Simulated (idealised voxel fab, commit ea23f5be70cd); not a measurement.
Herein follows the process module entitled voxel self aligned vias.
The cross-section shown here is cut; it is 235 nm wide and divided into square cells measuring 5 nm on a side.
The cross-sections in this document take the form of a grid made of square cells. They are written out as bands, in order from top to bottom. Each band consists of one or more rows of cells.
It is stipulated that each band's entry specify, in nanometres, the height of the top of the band and then that of its bottom, followed by the materials of the band in left-to-right sequence, each together with its width in nanometres. A single material marked by the word "full width" is understood to fill the band from edge to edge; the word "empty" is understood to denote empty space.
Where do heights start? At 0: under that level the wafer as delivered is made of one material only. And the lowest band has no floor; it just carries on downward, as in "0..down".
The width entry "30 to 40" should be interpreted row by row: the top row of cells in the band takes the first number, the bottom row takes the second number, and the change between adjacent rows is uniform throughout.
It should be understood that the words "remained unchanged", when stated for a given step, signify that the cross-section underwent no change in any of its cells during that step.
Closed empty spaces (no open way to the top) of 8 cells or more are what "Enclosed voids" lists, each as width x height at distance from the left edge, nm for all three.
after a step's settings: what the simulator itself notes on the step
You can add "overlay nm" to a step's line. For a step with a mask, it describes how far the mask lay to the right of its planned position, and a negative number describes a lay to the left.
STEPS PLANNED FOR THE PROCESS
1 RECEIVE with material Si
2 CONFORMAL_DEP with material SiO2, thk nm 10
3 CONFORMAL_DEP with material SiCN, thk nm 5
4 DIRECTIONAL_DEP with material lowk, thk nm 20
5 PATTERN with tone open, mask id LINES, material resist, width nm 25, pitch nm 65, thk nm 15, overlay nm 0
6 DIRECTIONAL_ETCH with etch materials lowk, depth nm 20
7 STRIP with etch materials resist
8 CONFORMAL_DEP with material TiN, thk nm 5
9 FILL_DEP with material Ru, thk nm 5
10 CMP with height nm 35
11 SELECTIVE_ETCH with etch materials W Ru TiN, depth nm 10
12 FILL_DEP with material SiN, thk nm 10
13 CMP with height nm 35
14 DIRECTIONAL_DEP with material lowk, thk nm 20
15 DIRECTIONAL_DEP with material aC, thk nm 10
16 PATTERN with tone open, mask id VIAS, material resist, width nm 35, thk nm 30, overlay nm 0
17 DIRECTIONAL_ETCH with etch materials aC, depth nm 10
18 STRIP with etch materials resist
19 DIRECTIONAL_ETCH with etch materials lowk, depth nm 20
20 DIRECTIONAL_ETCH with etch materials SiN, depth nm 10
21 STRIP with etch materials aC
22 CONFORMAL_DEP with material TiN, thk nm 5
23 FILL_DEP with material W, thk nm 10
24 CMP with height nm 55
25 CONFORMAL_DEP with material SiN, thk nm 5
THIS IS THE CROSS-SECTION OF THE WAFER AS WE RECEIVED IT, I.E. AFTER STEP 1
	0..down: Si full width
	Enclosed voids: none
END-OF-MODULE XS, FIRST OF TWO WAFERS, RUN AS PLANNED
	60..55: SiN full width
	55..40: lowk=65, TiN=5, W=25, TiN=5, lowk=135
	40..35: lowk=65, TiN=10, W=15, TiN=10, lowk=135
	35..30: lowk=70, TiN=5, W=15, TiN=5, lowk=40, SiN=25, lowk=75
	30..25: lowk=70, TiN=25, lowk=40, SiN=25, lowk=75
	25..20: lowk=70, TiN=5, Ru=15, TiN=5, lowk=40, TiN=5, Ru=15, TiN=5, lowk=75
	20..15: lowk=70, TiN=25, lowk=40, TiN=25, lowk=75
	15..10: SiCN full width
	10..0: SiO2 full width
	0..down: Si full width
	Enclosed voids: none
CROSS-SECTION, SECOND WAFER: SAME START AS THE FIRST, SAME PLAN AS THE FIRST, ONE MISTAKE IN RUNNING IT; TAKEN AT THE END OF THE MODULE
	60..55: SiN full width
	55..40: lowk=60, TiN=5, W=25, TiN=5, lowk=140
	40..35: lowk=60, TiN=15, W=15, TiN=5, lowk=140
	35..30: lowk=70, TiN=5, W=15, TiN=5, lowk=40, SiN=25, lowk=75
	30..25: lowk=70, TiN=25, lowk=40, SiN=25, lowk=75
	25..20: lowk=70, TiN=5, Ru=15, TiN=5, lowk=40, TiN=5, Ru=15, TiN=5, lowk=75
	20..15: lowk=70, TiN=25, lowk=40, TiN=25, lowk=75
	15..10: SiCN full width
	10..0: SiO2 full width
	0..down: Si full width
	Enclosed voids: none
Run error: so step 16 ended up running with a different setting than we planned, it ran as PATTERN with tone open, mask id VIAS, material resist, width nm 35, thk nm 30, overlay nm -5
Both wafers, final: cells per material equal; arrangement not.
